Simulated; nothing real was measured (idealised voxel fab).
Name of the process module below: voxel transistor to metal
For reference, the cross-section in this document is cut, with width 165 nm and square cells of 5 nm.
Notation: cross-section as square-cell grid; stated in bands, top first, going down; one or more cell rows per band.
Per band: top height and bottom height in nm, followed by the left-to-right materials and their widths in nm; "everywhere" marks a single material spanning edge to edge, "blank" marks empty space.
A quick word on heights: they are counted from 0, and under that level the wafer as it came to us is one material throughout. The lowest band is different from the rest in having no bottom; it simply continues downward, written as in "0 nm and below".
The two numbers in a width such as "30->40" mark its ends across the band: the first belongs to the top row of cells, the second to the bottom row, and from each row to the next the width moves by the same amount.
Basically "nothing different" means that step didn't change any cell in the cross-section.
Basically, "Closed empty spaces" tells you about the enclosed voids: empty spaces with no open way to the top, 8 cells or bigger, each written width x height at distance, where distance is from the left edge, all in nm.
Step line, after settings: the simulator's comment on this step.
"overlay nm" answers the question of how far to the right of plan the mask lay on a step that has a mask, and when it is negative the answer is to the left.
Pairs from here to the end. Each: cross-section before one process step, cross-section after it, the latter only as far down as the lowest band that changed. Under each: the step between, and its settings. Mind that the pairs may be taken from different runs of this module on the same starting wafer; whether a pair continues from the pair above depends on its entry headed "Incoming structure", and it does only where that entry says so.

## Incoming structure
50 nm to 40 nm  blank (60); SiN (45); blank (60)
40 nm to 25 nm  blank (60); SiN (10); SiCN (25); SiN (10); blank (60)
25 nm to 10 nm  blank (60); SiN (10); polySi (25); SiN (10); blank (60)
10 nm to 0 nm  SiN (70); polySi (25); SiN (70)
0 nm to -5 nm  SiO2 (20); SiN (5); SiO2 (115); SiN (5); SiO2 (20)
-5 nm to -10 nm  SiO2 (30); Si (105); SiO2 (30)
-10 nm to -25 nm  SiO2 (25); Si (115); SiO2 (25)
-25 nm and below  Si everywhere
Closed empty spaces: none

## Sectional Result
40 nm to 25 nm  blank (60); SiN (10); SiCN (25); SiN (10); blank (60)
25 nm to 0 nm  blank (60); SiN (10); polySi (25); SiN (10); blank (60)
Everything below 0 is unchanged.
Closed empty spaces: none
Going from the before section above to the after section, the step was DIRECTIONAL_ETCH: etch materials SiN, depth nm 10

Incoming structure: check the pair just above; its after cross-section is our before state.

## Sectional Result
40 nm to 25 nm  blank (60); SiN (10); SiCN (25); SiN (10); blank (60)
25 nm to 0 nm  blank (60); SiN (10); polySi (25); SiN (10); blank (60)
0 nm to -5 nm  blank (20); SiN (5); blank (35); SiO2 (45); blank (35); SiN (5); blank (20)
Everything below -5 is unchanged.
Closed empty spaces: none
Going from the before section above to the after section, the step was DIRECTIONAL_ETCH: etch materials SiO2, depth nm 5

Incoming structure: check the pair just above; its after cross-section is our before state.

## Sectional Result
40 nm to 25 nm  blank (60); SiN (10); SiCN (25); SiN (10); blank (60)
25 nm to 0 nm  blank (60); SiN (10); polySi (25); SiN (10); blank (60)
0 nm to -5 nm  blank (20); SiN (5); blank (35); SiO2 (45); blank (35); SiN (5); blank (20)
-5 nm to -10 nm  SiO2 (30); blank (30); Si (45); blank (30); SiO2 (30)
-10 nm to -20 nm  SiO2 (25); Si (5); blank (30); Si (45); blank (30); Si (5); SiO2 (25)
Everything below -20 is unchanged.
Closed empty spaces: none
Going from the before section above to the after section, the step was DIRECTIONAL_ETCH: etch materials Si, depth nm 15

Incoming structure: check the pair just above; its after cross-section is our before state.

## Sectional Result
40 nm to 25 nm  blank (60); SiN (10); SiCN (25); SiN (10); blank (60)
25 nm to 15 nm  blank (60); SiN (10); polySi (25); SiN (10); blank (60)
15 nm to 10 nm  blank (40); nSi (20); SiN (10); polySi (25); SiN (10); nSi (20); blank (40)
10 nm to 0 nm  blank (15); nSi (45); SiN (10); polySi (25); SiN (10); nSi (45); blank (15)
0 nm to -5 nm  blank (15); nSi (5); SiN (5); nSi (35); SiO2 (45); nSi (35); SiN (5); nSi (5); blank (15)
-5 nm to -10 nm  SiO2 (30); nSi (30); Si (45); nSi (30); SiO2 (30)
-10 nm to -20 nm  SiO2 (25); Si (5); nSi (30); Si (45); nSi (30); Si (5); SiO2 (25)
Everything below -20 is unchanged.
Closed empty spaces: none
Going from the before section above to the after section, the step was EPI: material nSi, thk nm 20

Incoming structure: check the pair just above; its after cross-section is our before state.

## Sectional Result
45 nm to 40 nm  SiO2 everywhere
40 nm to 25 nm  SiO2 (60); SiN (10); SiCN (25); SiN (10); SiO2 (60)
25 nm to 15 nm  SiO2 (60); SiN (10); polySi (25); SiN (10); SiO2 (60)
15 nm to 10 nm  SiO2 (40); nSi (20); SiN (10); polySi (25); SiN (10); nSi (20); SiO2 (40)
10 nm to 0 nm  SiO2 (15); nSi (45); SiN (10); polySi (25); SiN (10); nSi (45); SiO2 (15)
0 nm to -5 nm  SiO2 (15); nSi (5); SiN (5); nSi (35); SiO2 (45); nSi (35); SiN (5); nSi (5); SiO2 (15)
Everything below -5 is unchanged.
Closed empty spaces: none
Going from the before section above to the after section, the step was FILL_DEP: material SiO2, thk nm 5

Incoming structure: check the pair just above; its after cross-section is our before state.

## Sectional Result
25 nm to 15 nm  SiO2 (60); SiN (10); polySi (25); SiN (10); SiO2 (60)
Everything below 15 is unchanged.
Closed empty spaces: none
Going from the before section above to the after section, the step was CMP: height nm 25

Incoming structure: check the pair just above; its after cross-section is our before state.

## Sectional Result
25 nm to 15 nm  SiO2 (60); SiN (10); blank (25); SiN (10); SiO2 (60)
15 nm to 10 nm  SiO2 (40); nSi (20); SiN (10); blank (25); SiN (10); nSi (20); SiO2 (40)
10 nm to 0 nm  SiO2 (15); nSi (45); SiN (10); blank (25); SiN (10); nSi (45); SiO2 (15)
Everything below 0 is unchanged.
Closed empty spaces: none
Going from the before section above to the after section, the step was STRIP: etch materials polySi

Incoming structure: check the pair just above; its after cross-section is our before state.

## Sectional Result
25 nm to 20 nm  blank (60); SiN (10); blank (25); SiN (10); blank (60)
20 nm to 15 nm  SiO2 (60); SiN (10); blank (25); SiN (10); SiO2 (60)
15 nm to 10 nm  SiO2 (40); nSi (20); SiN (10); blank (25); SiN (10); nSi (20); SiO2 (40)
10 nm to 0 nm  SiO2 (15); nSi (45); SiN (10); blank (25); SiN (10); nSi (45); SiO2 (15)
0 nm to -5 nm  SiO2 (15); nSi (5); SiN (5); nSi (35); SiO2 (5); blank (35); SiO2 (5); nSi (35); SiN (5); nSi (5); SiO2 (15)
Everything below -5 is unchanged.
Closed empty spaces: none
Going from the before section above to the after section, the step was SELECTIVE_ETCH: etch materials SiO2, depth nm 5

Incoming structure: check the pair just above; its after cross-section is our before state.

## Sectional Result
30 nm to 25 nm  blank (55); HfO2 (20); blank (15); HfO2 (20); blank (55)
25 nm to 20 nm  HfO2 (60); SiN (10); HfO2 (5); blank (15); HfO2 (5); SiN (10); HfO2 (60)
20 nm to 15 nm  SiO2 (60); SiN (10); HfO2 (5); blank (15); HfO2 (5); SiN (10); SiO2 (60)
15 nm to 10 nm  SiO2 (40); nSi (20); SiN (10); HfO2 (5); blank (15); HfO2 (5); SiN (10); nSi (20); SiO2 (40)
10 nm to 0 nm  SiO2 (15); nSi (45); SiN (10); HfO2 (5); blank (15); HfO2 (5); SiN (10); nSi (45); SiO2 (15)
0 nm to -5 nm  SiO2 (15); nSi (5); SiN (5); nSi (35); SiO2 (5); HfO2 (35); SiO2 (5); nSi (35); SiN (5); nSi (5); SiO2 (15)
Everything below -5 is unchanged.
Closed empty spaces: none
Going from the before section above to the after section, the step was CONFORMAL_DEP: material HfO2, thk nm 5

Incoming structure: check the pair just above; its after cross-section is our before state.

## Sectional Result
35 nm to 30 nm  blank (50); TiN (30); blank (5); TiN (30); blank (50)
30 nm to 25 nm  TiN (55); HfO2 (20); TiN (5); blank (5); TiN (5); HfO2 (20); TiN (55)
25 nm to 20 nm  HfO2 (60); SiN (10); HfO2 (5); TiN (5); blank (5); TiN (5); HfO2 (5); SiN (10); HfO2 (60)
20 nm to 15 nm  SiO2 (60); SiN (10); HfO2 (5); TiN (5); blank (5); TiN (5); HfO2 (5); SiN (10); SiO2 (60)
15 nm to 5 nm  SiO2 (40->15); nSi (20->45); SiN (10); HfO2 (5); TiN (5); blank (5); TiN (5); HfO2 (5); SiN (10); nSi (20->45); SiO2 (40->15)
5 nm to 0 nm  SiO2 (15); nSi (45); SiN (10); HfO2 (5); TiN (15); HfO2 (5); SiN (10); nSi (45); SiO2 (15)
Everything below 0 is unchanged.
Closed empty spaces: none
Going from the before section above to the after section, the step was CONFORMAL_DEP: material TiN, thk nm 5

Incoming structure: check the pair just above; its after cross-section is our before state.

## Sectional Result
40 nm to 35 nm  W everywhere
35 nm to 30 nm  W (50); TiN (30); W (5); TiN (30); W (50)
30 nm to 25 nm  TiN (55); HfO2 (20); TiN (5); W (5); TiN (5); HfO2 (20); TiN (55)
25 nm to 20 nm  HfO2 (60); SiN (10); HfO2 (5); TiN (5); W (5); TiN (5); HfO2 (5); SiN (10); HfO2 (60)
20 nm to 15 nm  SiO2 (60); SiN (10); HfO2 (5); TiN (5); W (5); TiN (5); HfO2 (5); SiN (10); SiO2 (60)
15 nm to 5 nm  SiO2 (40->15); nSi (20->45); SiN (10); HfO2 (5); TiN (5); W (5); TiN (5); HfO2 (5); SiN (10); nSi (20->45); SiO2 (40->15)
Everything below 5 is unchanged.
Closed empty spaces: none
Going from the before section above to the after section, the step was FILL_DEP: material W, thk nm 5

Incoming structure: check the pair just above; its after cross-section is our before state.

## Sectional Result
20 nm to 15 nm  SiO2 (60); SiN (10); HfO2 (5); TiN (5); W (5); TiN (5); HfO2 (5); SiN (10); SiO2 (60)
Everything below 15 is unchanged.
Closed empty spaces: none
Going from the before section above to the after section, the step was CMP: height nm 20

Incoming structure: check the pair just above; its after cross-section is our before state.

## Sectional Result
30 nm to 20 nm  SiO2 everywhere
Everything below 20 is unchanged.
Closed empty spaces: none
Going from the before section above to the after section, the step was DIRECTIONAL_DEP: material SiO2, thk nm 10

Incoming structure: check the pair just above; its after cross-section is our before state.

## Sectional Result
50 nm to 30 nm  resist (35); blank (20); resist (55); blank (20); resist (35)
Everything below 30 is unchanged.
Closed empty spaces: none
Going from the before section above to the after section, the step was PATTERN: tone open, mask id CONTACT, material resist, width nm 20, pitch nm 75, thk nm 20, overlay nm 0

Incoming structure: check the pair just above; its after cross-section is our before state.

## Sectional Result
50 nm to 30 nm  resist (35); blank (20); resist (55); blank (20); resist (35)
30 nm to 20 nm  SiO2 (35); blank (20); SiO2 (55); blank (20); SiO2 (35)
20 nm to 15 nm  SiO2 (35); blank (20); SiO2 (5); SiN (10); HfO2 (5); TiN (5); W (5); TiN (5); HfO2 (5); SiN (10); SiO2 (5); blank (20); SiO2 (35)
15 nm to 10 nm  SiO2 (35); blank (5); nSi (20); SiN (10); HfO2 (5); TiN (5); W (5); TiN (5); HfO2 (5); SiN (10); nSi (20); blank (5); SiO2 (35)
Everything below 10 is unchanged.
Closed empty spaces: none
Going from the before section above to the after section, the step was DIRECTIONAL_ETCH: etch materials SiO2, depth nm 30

Incoming structure: check the pair just above; its after cross-section is our before state.

## Sectional Result
30 nm to 20 nm  SiO2 (35); blank (20); SiO2 (55); blank (20); SiO2 (35)
Everything below 20 is unchanged.
Closed empty spaces: none
Going from the before section above to the after section, the step was STRIP: etch materials resist

Incoming structure: check the pair just above; its after cross-section is our before state.

## Sectional Result
35 nm to 30 nm  TiN (40); blank (10); TiN (65); blank (10); TiN (40)
30 nm to 20 nm  SiO2 (35); TiN (5); blank (10); TiN (5); SiO2 (55); TiN (5); blank (10); TiN (5); SiO2 (35)
20 nm to 15 nm  SiO2 (35); TiN (20); SiO2 (5); SiN (10); HfO2 (5); TiN (5); W (5); TiN (5); HfO2 (5); SiN (10); SiO2 (5); TiN (20); SiO2 (35)
15 nm to 10 nm  SiO2 (35); TiN (5); nSi (20); SiN (10); HfO2 (5); TiN (5); W (5); TiN (5); HfO2 (5); SiN (10); nSi (20); TiN (5); SiO2 (35)
Everything below 10 is unchanged.
Closed empty spaces: none
Going from the before section above to the after section, the step was CONFORMAL_DEP: material TiN, thk nm 5

Incoming structure: check the pair just above; its after cross-section is our before state.

## Sectional Result
40 nm to 35 nm  W everywhere
35 nm to 30 nm  TiN (40); W (10); TiN (65); W (10); TiN (40)
30 nm to 20 nm  SiO2 (35); TiN (5); W (10); TiN (5); SiO2 (55); TiN (5); W (10); TiN (5); SiO2 (35)
Everything below 20 is unchanged.
Closed empty spaces: none
Going from the before section above to the after section, the step was FILL_DEP: material W, thk nm 5

Incoming structure: check the pair just above; its after cross-section is our before state.

## Sectional Result
30 nm to 20 nm  SiO2 (35); TiN (5); W (10); TiN (5); SiO2 (55); TiN (5); W (10); TiN (5); SiO2 (35)
Everything below 20 is unchanged.
Closed empty spaces: none
Going from the before section above to the after section, the step was CMP: height nm 30

Incoming structure: check the pair just above; its after cross-section is our before state.

## Sectional Result
35 nm to 30 nm  SiCN everywhere
Everything below 30 is unchanged.
Closed empty spaces: none
Going from the before section above to the after section, the step was CONFORMAL_DEP: material SiCN, thk nm 5

Incoming structure: check the pair just above; its after cross-section is our before state.

## Sectional Result
55 nm to 35 nm  lowk everywhere
Everything below 35 is unchanged.
Closed empty spaces: none
Going from the before section above to the after section, the step was DIRECTIONAL_DEP: material lowk, thk nm 20

Incoming structure: check the pair just above; its after cross-section is our before state.

## Sectional Result
70 nm to 55 nm  aC everywhere
Everything below 55 is unchanged.
Closed empty spaces: none
Going from the before section above to the after section, the step was DIRECTIONAL_DEP: material aC, thk nm 15

Incoming structure: check the pair just above; its after cross-section is our before state.

## Sectional Result
100 nm to 70 nm  resist (35); blank (20); resist (55); blank (20); resist (35)
Everything below 70 is unchanged.
Closed empty spaces: none
Going from the before section above to the after section, the step was PATTERN: tone open, mask id METAL_1, material resist, width nm 20, pitch nm 75, thk nm 30, overlay nm 0

Incoming structure: check the pair just above; its after cross-section is our before state.

## Sectional Result
85 nm to 70 nm  resist (35); blank (20); resist (55); blank (20); resist (35)
70 nm to 55 nm  aC (35); blank (20); aC (55); blank (20); aC (35)
Everything below 55 is unchanged.
Closed empty spaces: none
Going from the before section above to the after section, the step was DIRECTIONAL_ETCH: etch materials aC, depth nm 15

Incoming structure: check the pair just above; its after cross-section is our before state.

## Sectional Result
70 nm to 55 nm  aC (35); blank (20); aC (55); blank (20); aC (35)
Everything below 55 is unchanged.
Closed empty spaces: none
Going from the before section above to the after section, the step was STRIP: etch materials resist

Incoming structure: check the pair just above; its after cross-section is our before state.

## Sectional Result
70 nm to 55 nm  aC (35); blank (20); aC (55); blank (20); aC (35)
55 nm to 35 nm  lowk (35); blank (20); lowk (55); blank (20); lowk (35)
Everything below 35 is unchanged.
Closed empty spaces: none
Going from the before section above to the after section, the step was DIRECTIONAL_ETCH: etch materials lowk, depth nm 20

Incoming structure: check the pair just above; its after cross-section is our before state.

## Sectional Result
70 nm to 55 nm  aC (35); blank (20); aC (55); blank (20); aC (35)
55 nm to 35 nm  lowk (35); blank (20); lowk (55); blank (20); lowk (35)
35 nm to 30 nm  SiCN (35); blank (20); SiCN (55); blank (20); SiCN (35)
Everything below 30 is unchanged.
Closed empty spaces: none
Going from the before section above to the after section, the step was DIRECTIONAL_ETCH: etch materials SiCN, depth nm 5

Incoming structure: check the pair just above; its after cross-section is our before state.

## Sectional Result
55 nm to 35 nm  lowk (35); blank (20); lowk (55); blank (20); lowk (35)
Everything below 35 is unchanged.
Closed empty spaces: none
Going from the before section above to the after section, the step was STRIP: etch materials aC

Incoming structure: check the pair just above; its after cross-section is our before state.

## Sectional Result
60 nm to 55 nm  TiN (40); blank (10); TiN (65); blank (10); TiN (40)
55 nm to 35 nm  lowk (35); TiN (5); blank (10); TiN (5); lowk (55); TiN (5); blank (10); TiN (5); lowk (35)
35 nm to 30 nm  SiCN (35); TiN (20); SiCN (55); TiN (20); SiCN (35)
Everything below 30 is unchanged.
Closed empty spaces: none
Going from the before section above to the after section, the step was CONFORMAL_DEP: material TiN, thk nm 5

Incoming structure: check the pair just above; its after cross-section is our before state.

## Sectional Result
65 nm to 60 nm  Cu everywhere
60 nm to 55 nm  TiN (40); Cu (10); TiN (65); Cu (10); TiN (40)
55 nm to 35 nm  lowk (35); TiN (5); Cu (10); TiN (5); lowk (55); TiN (5); Cu (10); TiN (5); lowk (35)
Everything below 35 is unchanged.
Closed empty spaces: none
Going from the before section above to the after section, the step was FILL_DEP: material Cu, thk nm 5

Incoming structure: check the pair just above; its after cross-section is our before state.

## Sectional Result
55 nm to 35 nm  lowk (35); TiN (5); Cu (10); TiN (5); lowk (55); TiN (5); Cu (10); TiN (5); lowk (35)
Everything below 35 is unchanged.
Closed empty spaces: none
Going from the before section above to the after section, the step was CMP: height nm 55

Incoming structure: check the pair just above; its after cross-section is our before state.

## Sectional Result
60 nm to 55 nm  blank (30); Ru (30); blank (45); Ru (30); blank (30)
Everything below 55 is unchanged.
Closed empty spaces: none
Going from the before section above to the after section, the step was EPI: material Ru, thk nm 5

Incoming structure: check the pair just above; its after cross-section is our before state.

## Sectional Result
65 nm to 60 nm  SiCN everywhere
60 nm to 55 nm  SiCN (30); Ru (30); SiCN (45); Ru (30); SiCN (30)
Everything below 55 is unchanged.
Closed empty spaces: none
Going from the before section above to the after section, the step was FILL_DEP: material SiCN, thk nm 5

Incoming structure: check the pair just above; its after cross-section is our before state.

## Sectional Result
95 nm to 65 nm  lowk everywhere
Everything below 65 is unchanged.
Closed empty spaces: none
Going from the before section above to the after section, the step was DIRECTIONAL_DEP: material lowk, thk nm 30

Incoming structure: check the pair just above; its after cross-section is our before state.

## Sectional Result
95 nm to 80 nm  lowk (35); blank (20); lowk (55); blank (20); lowk (35)
Everything below 80 is unchanged.
Closed empty spaces: none
Going from the before section above to the after section, the step was MASKED_ETCH: tone open, mask id METAL_2, width nm 20, pitch nm 75, etch materials lowk, depth nm 15, overlay nm 0

Incoming structure: check the pair just above; its after cross-section is our before state.

## Sectional Result
95 nm to 80 nm  lowk (35); blank (20); lowk (55); blank (20); lowk (35)
80 nm to 65 nm  lowk (35); blank (15); lowk (60); blank (15); lowk (40)
Everything below 65 is unchanged.
Closed empty spaces: none
Going from the before section above to the after section, the step was MASKED_ETCH: tone open, mask id METAL_2_HOLES, width nm 15, pitch nm 75, etch materials lowk, depth nm 15, overlay nm 0

Incoming structure: check the pair just above; its after cross-section is our before state.

## Sectional Result
95 nm to 80 nm  lowk (35); blank (20); lowk (55); blank (20); lowk (35)
80 nm to 65 nm  lowk (35); blank (15); lowk (60); blank (15); lowk (40)
65 nm to 60 nm  SiCN (35); blank (15); SiCN (60); blank (15); SiCN (40)
Everything below 60 is unchanged.
Closed empty spaces: none
Going from the before section above to the after section, the step was MASKED_ETCH: tone open, mask id METAL_2_HOLES, width nm 15, pitch nm 75, etch materials SiCN, depth nm 5, overlay nm 0

Incoming structure: check the pair just above; its after cross-section is our before state.

## Sectional Result
100 nm to 95 nm  TiN (40); blank (10); TiN (65); blank (10); TiN (40)
95 nm to 85 nm  lowk (35); TiN (5); blank (10); TiN (5); lowk (55); TiN (5); blank (10); TiN (5); lowk (35)
85 nm to 80 nm  lowk (35); TiN (5); blank (5); TiN (10); lowk (55); TiN (5); blank (5); TiN (10); lowk (35)
80 nm to 65 nm  lowk (35); TiN (5); blank (5); TiN (5); lowk (60); TiN (5); blank (5); TiN (5); lowk (40)
65 nm to 60 nm  SiCN (35); TiN (15); SiCN (60); TiN (15); SiCN (40)
Everything below 60 is unchanged.
Closed empty spaces: none
Going from the before section above to the after section, the step was CONFORMAL_DEP: material TiN, thk nm 5

Incoming structure: check the pair just above; its after cross-section is our before state.

## Sectional Result
105 nm to 100 nm  Cu everywhere
100 nm to 95 nm  TiN (40); Cu (10); TiN (65); Cu (10); TiN (40)
95 nm to 85 nm  lowk (35); TiN (5); Cu (10); TiN (5); lowk (55); TiN (5); Cu (10); TiN (5); lowk (35)
85 nm to 80 nm  lowk (35); TiN (5); Cu (5); TiN (10); lowk (55); TiN (5); Cu (5); TiN (10); lowk (35)
80 nm to 65 nm  lowk (35); TiN (5); Cu (5); TiN (5); lowk (60); TiN (5); Cu (5); TiN (5); lowk (40)
Everything below 65 is unchanged.
Closed empty spaces: none
Going from the before section above to the after section, the step was FILL_DEP: material Cu, thk nm 5

Incoming structure: check the pair just above; its after cross-section is our before state.

## Sectional Result
95 nm to 85 nm  lowk (35); TiN (5); Cu (10); TiN (5); lowk (55); TiN (5); Cu (10); TiN (5); lowk (35)
Everything below 85 is unchanged.
Closed empty spaces: none
Going from the before section above to the after section, the step was CMP: height nm 95

Incoming structure: check the pair just above; its after cross-section is our before state.

## Sectional Result
100 nm to 95 nm  SiCN everywhere
Everything below 95 is unchanged.
Closed empty spaces: none
Going from the before section above to the after section, the step was CONFORMAL_DEP: material SiCN, thk nm 5

## Incoming structure
35 nm to 15 nm  blank (25); resist (115); blank (25)
15 nm to 5 nm  blank (25); SiN (115); blank (25)
5 nm to 0 nm  blank (25); SiO2 (115); blank (25)
0 nm to -25 nm  blank (25); Si (115); blank (25)
-25 nm and below  Si everywhere
Closed empty spaces: none

## Sectional Result
35 nm to 15 nm  blank (25); resist (115); blank (25)
15 nm to 5 nm  blank (25); SiN (115); blank (25)
5 nm to 0 nm  blank (25); SiO2 (115); blank (25)
0 nm to -50 nm  blank (25); Si (115); blank (25)
Everything below -50 is unchanged.
Closed empty spaces: none
Going from the before section above to the after section, the step was DIRECTIONAL_ETCH: etch materials Si, depth nm 25

Incoming structure: check the pair just above; its after cross-section is our before state.

## Sectional Result
15 nm to 5 nm  blank (25); SiN (115); blank (25)
Everything below 5 is unchanged.
Closed empty spaces: none
Going from the before section above to the after section, the step was STRIP: etch materials resist

Incoming structure: check the pair just above; its after cross-section is our before state.

## Sectional Result
25 nm to 15 nm  SiO2 everywhere
15 nm to 5 nm  SiO2 (25); SiN (115); SiO2 (25)
5 nm to 0 nm  SiO2 everywhere
0 nm to -50 nm  SiO2 (25); Si (115); SiO2 (25)
Everything below -50 is unchanged.
Closed empty spaces: none
Going from the before section above to the after section, the step was FILL_DEP: material SiO2, thk nm 10

Incoming structure: check the pair just above; its after cross-section is our before state.

## Sectional Result
15 nm to 5 nm  SiO2 (25); SiN (115); SiO2 (25)
Everything below 5 is unchanged.
Closed empty spaces: none
Going from the before section above to the after section, the step was CMP: height nm 15

Incoming structure: check the pair just above; its after cross-section is our before state.

## Sectional Result
15 nm to 5 nm  blank (25); SiN (115); blank (25)
Everything below 5 is unchanged.
Closed empty spaces: none
Going from the before section above to the after section, the step was SELECTIVE_ETCH: etch materials SiO2, depth nm 10

Incoming structure: check the pair just above; its after cross-section is our before state.

## Sectional Result
5 nm to 0 nm  SiO2 everywhere
Everything below 0 is unchanged.
Closed empty spaces: none
Going from the before section above to the after section, the step was STRIP: etch materials SiN

Incoming structure: check the pair just above; its after cross-section is our before state.

## Sectional Result
0 nm to -50 nm  SiO2 (25); Si (115); SiO2 (25)
Everything below -50 is unchanged.
Closed empty spaces: none
Going from the before section above to the after section, the step was SELECTIVE_ETCH: etch materials SiO2, depth nm 5

Incoming structure: check the pair just above; its after cross-section is our before state.

## Sectional Result
0 nm to -5 nm  SiO2 everywhere
Everything below -5 is unchanged.
Closed empty spaces: none
Going from the before section above to the after section, the step was OXIDIZE: depth nm 5

Incoming structure: check the pair just above; its after cross-section is our before state.

## Sectional Result
25 nm to 0 nm  polySi everywhere
Everything below 0 is unchanged.
Closed empty spaces: none
Going from the before section above to the after section, the step was DIRECTIONAL_DEP: material polySi, thk nm 25

Incoming structure: check the pair just above; its after cross-section is our before state.

## Sectional Result
40 nm to 25 nm  SiCN everywhere
Everything below 25 is unchanged.
Closed empty spaces: none
Going from the before section above to the after section, the step was DIRECTIONAL_DEP: material SiCN, thk nm 15

Incoming structure: check the pair just above; its after cross-section is our before state.

## Sectional Result
40 nm to 25 nm  blank (70); SiCN (25); blank (70)
Everything below 25 is unchanged.
Closed empty spaces: none
Going from the before section above to the after section, the step was MASKED_ETCH: tone cover, mask id GATE, width nm 25, etch materials SiCN, depth nm 25, overlay nm 0

Incoming structure: check the pair just above; its after cross-section is our before state.

## Sectional Result
40 nm to 25 nm  blank (70); SiCN (25); blank (70)
25 nm to 0 nm  blank (70); polySi (25); blank (70)
Everything below 0 is unchanged.
Closed empty spaces: none
Going from the before section above to the after section, the step was MASKED_ETCH: tone cover, mask id GATE, width nm 25, etch materials polySi, depth nm 35, overlay nm 0

Incoming structure: check the pair just above; its after cross-section is our before state.

## Sectional Result
50 nm to 40 nm  blank (60); SiN (45); blank (60)
40 nm to 25 nm  blank (60); SiN (10); SiCN (25); SiN (10); blank (60)
25 nm to 10 nm  blank (60); SiN (10); polySi (25); SiN (10); blank (60)
10 nm to 0 nm  SiN (70); polySi (25); SiN (70)
Everything below 0 is unchanged.
Closed empty spaces: none
Going from the before section above to the after section, the step was CONFORMAL_DEP: material SiN, thk nm 10

Incoming structure: check the pair just above; its after cross-section is our before state.

## Sectional Result
40 nm to 25 nm  blank (60); SiN (10); SiCN (25); SiN (10); blank (60)
25 nm to 0 nm  blank (60); SiN (10); polySi (25); SiN (10); blank (60)
Everything below 0 is unchanged.
Closed empty spaces: none
Going from the before section above to the after section, the step was DIRECTIONAL_ETCH: etch materials SiN, depth nm 10

Incoming structure: check the pair just above; its after cross-section is our before state.

## Sectional Result
40 nm to 25 nm  blank (60); SiN (10); SiCN (25); SiN (10); blank (60)
25 nm to 0 nm  blank (60); SiN (10); polySi (25); SiN (10); blank (60)
0 nm to -5 nm  blank (60); SiO2 (45); blank (60)
Everything below -5 is unchanged.
Closed empty spaces: none
Going from the before section above to the after section, the step was DIRECTIONAL_ETCH: etch materials SiO2, depth nm 5

Incoming structure: check the pair just above; its after cross-section is our before state.

## Sectional Result
40 nm to 25 nm  blank (60); SiN (10); SiCN (25); SiN (10); blank (60)
25 nm to 0 nm  blank (60); SiN (10); polySi (25); SiN (10); blank (60)
0 nm to -5 nm  blank (60); SiO2 (45); blank (60)
-5 nm to -20 nm  SiO2 (25); blank (35); Si (45); blank (35); SiO2 (25)
Everything below -20 is unchanged.
Closed empty spaces: none
Going from the before section above to the after section, the step was DIRECTIONAL_ETCH: etch materials Si, depth nm 15

Incoming structure: check the pair just above; its after cross-section is our before state.

## Sectional Result
40 nm to 25 nm  blank (60); SiN (10); SiCN (25); SiN (10); blank (60)
25 nm to 15 nm  blank (60); SiN (10); polySi (25); SiN (10); blank (60)
15 nm to 0 nm  blank (40); nSi (20); SiN (10); polySi (25); SiN (10); nSi (20); blank (40)
0 nm to -5 nm  blank (20); nSi (40); SiO2 (45); nSi (40); blank (20)
-5 nm to -20 nm  SiO2 (25); nSi (35); Si (45); nSi (35); SiO2 (25)
Everything below -20 is unchanged.
Closed empty spaces: none
Going from the before section above to the after section, the step was EPI: material nSi, thk nm 20

Incoming structure: check the pair just above; its after cross-section is our before state.

## Sectional Result
45 nm to 40 nm  SiO2 everywhere
40 nm to 25 nm  SiO2 (60); SiN (10); SiCN (25); SiN (10); SiO2 (60)
25 nm to 15 nm  SiO2 (60); SiN (10); polySi (25); SiN (10); SiO2 (60)
15 nm to 0 nm  SiO2 (40); nSi (20); SiN (10); polySi (25); SiN (10); nSi (20); SiO2 (40)
0 nm to -5 nm  SiO2 (20); nSi (40); SiO2 (45); nSi (40); SiO2 (20)
Everything below -5 is unchanged.
Closed empty spaces: none
Going from the before section above to the after section, the step was FILL_DEP: material SiO2, thk nm 5

Incoming structure: check the pair just above; its after cross-section is our before state.

## Sectional Result
25 nm to 15 nm  SiO2 (60); SiN (10); polySi (25); SiN (10); SiO2 (60)
Everything below 15 is unchanged.
Closed empty spaces: none
Going from the before section above to the after section, the step was CMP: height nm 25

Incoming structure: check the pair just above; its after cross-section is our before state.

## Sectional Result
25 nm to 15 nm  SiO2 (60); SiN (10); blank (25); SiN (10); SiO2 (60)
15 nm to 0 nm  SiO2 (40); nSi (20); SiN (10); blank (25); SiN (10); nSi (20); SiO2 (40)
Everything below 0 is unchanged.
Closed empty spaces: none
Going from the before section above to the after section, the step was STRIP: etch materials polySi

Incoming structure: check the pair just above; its after cross-section is our before state.

## Sectional Result
25 nm to 20 nm  blank (60); SiN (10); blank (25); SiN (10); blank (60)
20 nm to 15 nm  SiO2 (60); SiN (10); blank (25); SiN (10); SiO2 (60)
15 nm to 0 nm  SiO2 (40); nSi (20); SiN (10); blank (25); SiN (10); nSi (20); SiO2 (40)
0 nm to -5 nm  SiO2 (20); nSi (40); SiO2 (5); blank (35); SiO2 (5); nSi (40); SiO2 (20)
Everything below -5 is unchanged.
Closed empty spaces: none
Going from the before section above to the after section, the step was SELECTIVE_ETCH: etch materials SiO2, depth nm 5

Incoming structure: check the pair just above; its after cross-section is our before state.

## Sectional Result
30 nm to 25 nm  blank (55); HfO2 (20); blank (15); HfO2 (20); blank (55)
25 nm to 20 nm  HfO2 (60); SiN (10); HfO2 (5); blank (15); HfO2 (5); SiN (10); HfO2 (60)
20 nm to 15 nm  SiO2 (60); SiN (10); HfO2 (5); blank (15); HfO2 (5); SiN (10); SiO2 (60)
15 nm to 0 nm  SiO2 (40); nSi (20); SiN (10); HfO2 (5); blank (15); HfO2 (5); SiN (10); nSi (20); SiO2 (40)
0 nm to -5 nm  SiO2 (20); nSi (40); SiO2 (5); HfO2 (35); SiO2 (5); nSi (40); SiO2 (20)
Everything below -5 is unchanged.
Closed empty spaces: none
Going from the before section above to the after section, the step was CONFORMAL_DEP: material HfO2, thk nm 5
